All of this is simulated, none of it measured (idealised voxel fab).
Process module heading - voxel air gaps
This is section cut - it's 235 nm across, gridded in 5 nm square cells.
Throughout this document, each cross-section is represented as a grid of square cells and is presented as a sequence of bands enumerated from the top downward, where a band comprises one or more rows of cells.
Each band's line starts with the height of the band's top and of its bottom, in nm. Then come its materials from left to right, each with its width in nm. One material with "everywhere" fills the band from edge to edge. "blank" is empty space.
Measure heights from 0. That's the level where, below it, the as-received wafer is all one material. The lowest band is bottomless and extends downward; write it as in "0 down".
The notation "30->40" denotes a width that varies across the rows of cells in the band, beginning at the first number in the top row, finishing at the second number in the bottom row, and changing by an identical amount from each row to the next.
"remained the same", as given for a step, is the statement that not any cell of the cross-section underwent a change during that step.
Entry "Unvented voids" = empty spaces >= 8 cells with no open way to the top; each as width x height at distance, distance from left edge, all nm.
after a step's settings: what the simulator itself notes on the step
overlay nm, on a step with a mask: how far to the right of its planned place the mask lay; to the left if negative

The following list gives the planned process steps
| 1 | RECEIVE, material Si |
| 2 | CONFORMAL_DEP, material SiO2, thk nm 10 |
| 3 | CONFORMAL_DEP, material SiN, thk nm 5 |
| 4 | DIRECTIONAL_DEP, material SiO2, thk nm 35 |
| 5 | MASKED_ETCH, tone open, mask id LINES, width nm 15, pitch nm 40, etch materials SiO2, depth nm 35, overlay nm 0 |
| 6 | CONFORMAL_DEP, material TiN, thk nm 5 |
| 7 | FILL_DEP, material Ru, thk nm 5 |
| 8 | CMP, height nm 50 |
| 9 | EPI, material Ru, thk nm 10 |
| 10 | SELECTIVE_ETCH, etch materials SiO2, depth nm 45 |
| 11 | CONFORMAL_DEP, material SiCN, thk nm 5 |

Cross-section: wafer on arrival = after step 1
    0 down  Si everywhere
    Unvented voids: none

First of two wafers, end-of-module section, run followed plan
    65 to 60  blank 35; SiCN 165; blank 35
    60 to 50  blank 35; SiCN 5; Ru 35; SiCN 5; Ru 35; SiCN 5; Ru 35; SiCN 5; Ru 35; SiCN 5; blank 35
    50 to 45  blank 35; SiCN 15; TiN 5; Ru 5; TiN 5; SiCN 25; TiN 5; Ru 5; TiN 5; SiCN 25; TiN 5; Ru 5; TiN 5; SiCN 25; TiN 5; Ru 5; TiN 5; SiCN 15; blank 35
    45 to 20  blank 45; SiCN 5; TiN 5; Ru 5; TiN 5; SiCN 5; blank 15; SiCN 5; TiN 5; Ru 5; TiN 5; SiCN 5; blank 15; SiCN 5; TiN 5; Ru 5; TiN 5; SiCN 5; blank 15; SiCN 5; TiN 5; Ru 5; TiN 5; SiCN 5; blank 45
    20 to 15  SiCN 50; TiN 15; SiCN 25; TiN 15; SiCN 25; TiN 15; SiCN 25; TiN 15; SiCN 50
    15 to 10  SiN everywhere
    10 to 0  SiO2 everywhere
    0 down  Si everywhere
    Unvented voids: 15 x 25 at 70; 15 x 25 at 110; 15 x 25 at 150

Module end: cross-section of wafer two of two. Same start and process plan as the first wafer. One mistake during execution
    65 to 60  blank 45; SiCN 165; blank 25
    60 to 50  blank 45; SiCN 5; Ru 35; SiCN 5; Ru 35; SiCN 5; Ru 35; SiCN 5; Ru 35; SiCN 5; blank 25
    50 to 45  blank 45; SiCN 15; TiN 5; Ru 5; TiN 5; SiCN 25; TiN 5; Ru 5; TiN 5; SiCN 25; TiN 5; Ru 5; TiN 5; SiCN 25; TiN 5; Ru 5; TiN 5; SiCN 15; blank 25
    45 to 20  blank 55; SiCN 5; TiN 5; Ru 5; TiN 5; SiCN 5; blank 15; SiCN 5; TiN 5; Ru 5; TiN 5; SiCN 5; blank 15; SiCN 5; TiN 5; Ru 5; TiN 5; SiCN 5; blank 15; SiCN 5; TiN 5; Ru 5; TiN 5; SiCN 5; blank 35
    20 to 15  SiCN 60; TiN 15; SiCN 25; TiN 15; SiCN 25; TiN 15; SiCN 25; TiN 15; SiCN 40
    15 to 10  SiN everywhere
    10 to 0  SiO2 everywhere
    0 down  Si everywhere
    Unvented voids: 15 x 25 at 80; 15 x 25 at 120; 15 x 25 at 160
Finding, execution versus plan: the process deviated at step 5: the operation and settings actually run there were MASKED_ETCH, tone open, mask id LINES, width nm 15, pitch nm 40, etch materials SiO2, depth nm 35, overlay nm 10
The concluding comparison shows that, measured in cells, each material is equally abundant on both wafers, albeit at different positions.
